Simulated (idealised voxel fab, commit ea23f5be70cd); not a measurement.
This is a process module. Its name is voxel gate over fins.
In the cross-section labelled cut, the width is 180 nm and each square cell is 5 nm.
This document writes a cross-section as a grid whose cells are square, and gives it as bands, listed from the top down; one or more rows of cells form a band.
Top, bottom (nm), then materials left to right with widths (nm); lone material tagged "throughout" fills the whole band edge to edge; "air" = empty space.
Counting heights begins at 0, where everything beneath is, in the wafer as received, one material. The lowest band has no bottom; it goes on downwards, as "top 0, no bottom" shows.
You'd read "30->40" like this: the band's top row of cells is as wide as the first number, its bottom row is as wide as the second, and going down, every row changes width by the same amount as the row before did.
Where the words "no modification" appear for a step, the cross-section shows no cell changed by that step; every cell remained as before.
For the entry "Listed closed voids", the listed items are empty spaces with no open way to the top whose size is 8 cells or more; each item follows the pattern width x height at distance, where distance is from the left edge and all three are in nm.
If you see something after the settings on a step's line, that's the simulator's own remark about that step.
When a step includes a mask, the "overlay nm" setting on its line states how far to the right of its planned place that mask lay, and negative values state how far to the left.
## Process steps - plan
1. op RECEIVE | material Si
2. op CONFORMAL_DEP | material SiN | thk nm 10
3. op MASKED_ETCH | tone cover | mask id FINS | width nm 15 | pitch nm 60 | etch materials SiN | depth nm 10 | overlay nm 0
4. op MASKED_ETCH | tone cover | mask id FINS | width nm 15 | pitch nm 60 | etch materials Si | depth nm 35 | overlay nm 0
5. op FILL_DEP | material SiO2 | thk nm 15
6. op CMP | height nm 10
7. op MASKED_ETCH | tone open | mask id RAIL | width nm 15 | etch materials SiO2 | depth nm 40 | overlay nm 0
8. op CONFORMAL_DEP | material TiN | thk nm 5
9. op FILL_DEP | material W | thk nm 10
10. op CMP | height nm 10
11. op SELECTIVE_ETCH | etch materials W Ru TiN | depth nm 25
12. op FILL_DEP | material SiO2 | thk nm 5
13. op CMP | height nm 10
14. op SELECTIVE_ETCH | etch materials SiO2 | depth nm 20
15. op STRIP | etch materials SiN
16. op CONFORMAL_DEP | material HfO2 | thk nm 5
17. op CONFORMAL_DEP | material TiN | thk nm 5
18. op FILL_DEP | material W | thk nm 10
19. op CMP | height nm 15
20. op CONFORMAL_DEP | material SiCN | thk nm 10
## Step 1 complete: cross-section of the wafer as received
  top 0, no bottom: Si throughout
  Listed closed voids: none
## First of two wafers at the end of the module, shown in cross-section; run carried out as planned
  top 25, bottom 15: SiCN throughout
  top 15, bottom 10: W throughout
  top 10, bottom 5: W=40, TiN=35, W=25, TiN=35, W=45
  top 5, bottom 0: W=40, TiN=5, HfO2=25, TiN=5, W=25, TiN=5, HfO2=25, TiN=5, W=45
  top 0, bottom -5: TiN=45, HfO2=5, Si=15, HfO2=5, TiN=35, HfO2=5, Si=15, HfO2=5, TiN=50
  top -5, bottom -10: HfO2=50, Si=15, HfO2=45, Si=15, HfO2=55
  top -10, bottom -15: SiO2=50, Si=15, SiO2=45, Si=15, SiO2=55
  top -15, bottom -25: SiO2=50, Si=15, SiO2=15, TiN=5, W=5, TiN=5, SiO2=15, Si=15, SiO2=55
  top -25, bottom -30: SiO2=50, Si=15, SiO2=15, TiN=15, SiO2=15, Si=15, SiO2=55
  top -30, bottom -35: SiO2=50, Si=15, SiO2=45, Si=15, SiO2=55
  top -35, no bottom: Si throughout
  Listed closed voids: none
## Presented here is a cross-section of the second of the two wafers as it stood at the end of the module. It was started in the same manner and assigned the same plan as the first wafer; however, one mistake was made in its execution
  top 25, bottom 15: SiCN throughout
  top 15, bottom 10: W throughout
  top 10, bottom 5: W=40, TiN=35, W=25, TiN=35, W=45
  top 5, bottom 0: W=40, TiN=5, SiO2=25, TiN=5, W=25, TiN=5, SiO2=25, TiN=5, W=45
  top 0, bottom -5: TiN=45, SiO2=5, Si=15, SiO2=5, TiN=35, SiO2=5, Si=15, SiO2=5, TiN=50
  top -5, bottom -15: SiO2=50, Si=15, SiO2=45, Si=15, SiO2=55
  top -15, bottom -25: SiO2=50, Si=15, SiO2=15, TiN=5, W=5, TiN=5, SiO2=15, Si=15, SiO2=55
  top -25, bottom -30: SiO2=50, Si=15, SiO2=15, TiN=15, SiO2=15, Si=15, SiO2=55
  top -30, bottom -35: SiO2=50, Si=15, SiO2=45, Si=15, SiO2=55
  top -35, no bottom: Si throughout
  Listed closed voids: none
Short version of what went wrong: step 16, actual vs plan mismatch, actual run op CONFORMAL_DEP | material SiO2 | thk nm 5
Count the cells at the end and the second wafer has more or fewer of some materials than the first: 44 fewer of HfO2; 44 more of SiO2
